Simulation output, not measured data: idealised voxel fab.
process module | voxel self aligned contacts
cross-section cut | 205 nm wide | cells 5 nm
A cross-section is a grid of square cells, given in bands from the top down. A band is one or more rows of cells.
Each band's line starts with the height of the band's top and of its bottom, in nm. Then come its materials from left to right, each with its width in nm. One material with "throughout" fills the band from edge to edge. "air" is empty space.
Height 0 is the level under which the wafer as received is all one material. The lowest band goes on downwards, as in "0 down".
A width such as "30 to 40" changes by the same amount from each row of cells to the next, from the band's top row to its bottom row.
"no change" after a step means that no cell of the cross-section changed.
closed voids: empty space of 8 cells or more with no open way to the top, each as width x height at its distance from the left edge, in nm
after a step's settings: what the simulator itself notes on the step
overlay nm, on a step with a mask: how far to the right of its planned place the mask lay; to the left if negative
plan
1 op RECEIVE | material Si
2 op OXIDIZE | depth nm 5
3 op DIRECTIONAL_DEP | material polySi | thk nm 30
4 op DIRECTIONAL_DEP | material SiN | thk nm 20
5 op PATTERN | tone cover | mask id GATE | material resist | width nm 35 | pitch nm 65 | thk nm 20 | overlay nm 0
6 op DIRECTIONAL_ETCH | etch materials SiN | depth nm 20
7 op DIRECTIONAL_ETCH | etch materials polySi | depth nm 30
8 op STRIP | etch materials resist
9 op CONFORMAL_DEP | material SiN | thk nm 5
10 op DIRECTIONAL_ETCH | etch materials SiN | depth nm 5
11 op FILL_DEP | material SiO2 | thk nm 15
12 op CMP | height nm 55
13 op MASKED_ETCH | tone open | mask id CONTACT | width nm 50 | pitch nm 65 | etch materials SiO2 | depth nm 60 | overlay nm 0
14 op CONFORMAL_DEP | material TiN | thk nm 5
15 op FILL_DEP | material W | thk nm 5
16 op CMP | height nm 55
17 op CONFORMAL_DEP | material SiCN | thk nm 5
first wafer, as planned
as received, after step 1
  0 down: Si throughout
  closed voids: none
after step 2
  0 to -5: SiO2 throughout
  below -5: unchanged
after step 3
  30 to 0: polySi throughout
  below 0: unchanged
after step 4
  50 to 30: SiN throughout
  below 30: unchanged
after step 5
  70 to 50: air 20 | resist 35 | air 30 | resist 35 | air 30 | resist 35 | air 20
  below 50: unchanged
after step 6
  70 to 50: air 20 | resist 35 | air 30 | resist 35 | air 30 | resist 35 | air 20
  50 to 30: air 20 | SiN 35 | air 30 | SiN 35 | air 30 | SiN 35 | air 20
  below 30: unchanged
after step 7
  70 to 50: air 20 | resist 35 | air 30 | resist 35 | air 30 | resist 35 | air 20
  50 to 30: air 20 | SiN 35 | air 30 | SiN 35 | air 30 | SiN 35 | air 20
  30 to 0: air 20 | polySi 35 | air 30 | polySi 35 | air 30 | polySi 35 | air 20
  below 0: unchanged
after step 8
  50 to 30: air 20 | SiN 35 | air 30 | SiN 35 | air 30 | SiN 35 | air 20
  below 30: unchanged
after step 9
  55 to 30: air 15 | SiN 45 | air 20 | SiN 45 | air 20 | SiN 45 | air 15
  30 to 5: air 15 | SiN 5 | polySi 35 | SiN 5 | air 20 | SiN 5 | polySi 35 | SiN 5 | air 20 | SiN 5 | polySi 35 | SiN 5 | air 15
  5 to 0: SiN 20 | polySi 35 | SiN 30 | polySi 35 | SiN 30 | polySi 35 | SiN 20
  below 0: unchanged
after step 10
  50 to 30: air 15 | SiN 45 | air 20 | SiN 45 | air 20 | SiN 45 | air 15
  30 to 0: air 15 | SiN 5 | polySi 35 | SiN 5 | air 20 | SiN 5 | polySi 35 | SiN 5 | air 20 | SiN 5 | polySi 35 | SiN 5 | air 15
  below 0: unchanged
after step 11
  65 to 50: SiO2 throughout
  50 to 30: SiO2 15 | SiN 45 | SiO2 20 | SiN 45 | SiO2 20 | SiN 45 | SiO2 15
  30 to 0: SiO2 15 | SiN 5 | polySi 35 | SiN 5 | SiO2 20 | SiN 5 | polySi 35 | SiN 5 | SiO2 20 | SiN 5 | polySi 35 | SiN 5 | SiO2 15
  below 0: unchanged
after step 12
  55 to 50: SiO2 throughout
  below 50: unchanged
after step 13
  55 to 50: SiO2 45 | air 50 | SiO2 15 | air 50 | SiO2 45
  50 to 30: SiO2 15 | SiN 45 | air 20 | SiN 45 | air 20 | SiN 45 | SiO2 15
  30 to 0: SiO2 15 | SiN 5 | polySi 35 | SiN 5 | air 20 | SiN 5 | polySi 35 | SiN 5 | air 20 | SiN 5 | polySi 35 | SiN 5 | SiO2 15
  0 to -5: SiO2 60 | air 20 | SiO2 45 | air 20 | SiO2 60
  below -5: unchanged
after step 14
  60 to 55: TiN 50 | air 40 | TiN 25 | air 40 | TiN 50
  55 to 50: SiO2 45 | TiN 20 | air 10 | TiN 20 | SiO2 15 | TiN 20 | air 10 | TiN 20 | SiO2 45
  50 to 30: SiO2 15 | SiN 45 | TiN 5 | air 10 | TiN 5 | SiN 45 | TiN 5 | air 10 | TiN 5 | SiN 45 | SiO2 15
  30 to 0: SiO2 15 | SiN 5 | polySi 35 | SiN 5 | TiN 5 | air 10 | TiN 5 | SiN 5 | polySi 35 | SiN 5 | TiN 5 | air 10 | TiN 5 | SiN 5 | polySi 35 | SiN 5 | SiO2 15
  0 to -5: SiO2 60 | TiN 20 | SiO2 45 | TiN 20 | SiO2 60
  below -5: unchanged
after step 15
  65 to 60: W throughout
  60 to 55: TiN 50 | W 40 | TiN 25 | W 40 | TiN 50
  55 to 50: SiO2 45 | TiN 20 | W 10 | TiN 20 | SiO2 15 | TiN 20 | W 10 | TiN 20 | SiO2 45
  50 to 30: SiO2 15 | SiN 45 | TiN 5 | W 10 | TiN 5 | SiN 45 | TiN 5 | W 10 | TiN 5 | SiN 45 | SiO2 15
  30 to 0: SiO2 15 | SiN 5 | polySi 35 | SiN 5 | TiN 5 | W 10 | TiN 5 | SiN 5 | polySi 35 | SiN 5 | TiN 5 | W 10 | TiN 5 | SiN 5 | polySi 35 | SiN 5 | SiO2 15
  below 0: unchanged
after step 16
  55 to 50: SiO2 45 | TiN 20 | W 10 | TiN 20 | SiO2 15 | TiN 20 | W 10 | TiN 20 | SiO2 45
  below 50: unchanged
after step 17
  60 to 55: SiCN throughout
  below 55: unchanged
second wafer: like start, like plan, one mistake. Through step 13 it matches the first wafer
when step 14 should have ended
  60 to 55: SiCN 50 | air 40 | SiCN 25 | air 40 | SiCN 50
  55 to 50: SiO2 45 | SiCN 20 | air 10 | SiCN 20 | SiO2 15 | SiCN 20 | air 10 | SiCN 20 | SiO2 45
  50 to 30: SiO2 15 | SiN 45 | SiCN 5 | air 10 | SiCN 5 | SiN 45 | SiCN 5 | air 10 | SiCN 5 | SiN 45 | SiO2 15
  30 to 0: SiO2 15 | SiN 5 | polySi 35 | SiN 5 | SiCN 5 | air 10 | SiCN 5 | SiN 5 | polySi 35 | SiN 5 | SiCN 5 | air 10 | SiCN 5 | SiN 5 | polySi 35 | SiN 5 | SiO2 15
  0 to -5: SiO2 60 | SiCN 20 | SiO2 45 | SiCN 20 | SiO2 60
  below -5: unchanged
when step 15 should have ended
  65 to 60: W throughout
  60 to 55: SiCN 50 | W 40 | SiCN 25 | W 40 | SiCN 50
  55 to 50: SiO2 45 | SiCN 20 | W 10 | SiCN 20 | SiO2 15 | SiCN 20 | W 10 | SiCN 20 | SiO2 45
  50 to 30: SiO2 15 | SiN 45 | SiCN 5 | W 10 | SiCN 5 | SiN 45 | SiCN 5 | W 10 | SiCN 5 | SiN 45 | SiO2 15
  30 to 0: SiO2 15 | SiN 5 | polySi 35 | SiN 5 | SiCN 5 | W 10 | SiCN 5 | SiN 5 | polySi 35 | SiN 5 | SiCN 5 | W 10 | SiCN 5 | SiN 5 | polySi 35 | SiN 5 | SiO2 15
  below 0: unchanged
when step 16 should have ended
  55 to 50: SiO2 45 | SiCN 20 | W 10 | SiCN 20 | SiO2 15 | SiCN 20 | W 10 | SiCN 20 | SiO2 45
  below 50: unchanged
when step 17 should have ended
  60 to 55: SiCN throughout
  below 55: unchanged
what went wrong: step 14 ran as: op CONFORMAL_DEP | material SiCN | thk nm 5
at the end the second wafer has, in cells: 64 more of SiCN | 64 fewer of TiN
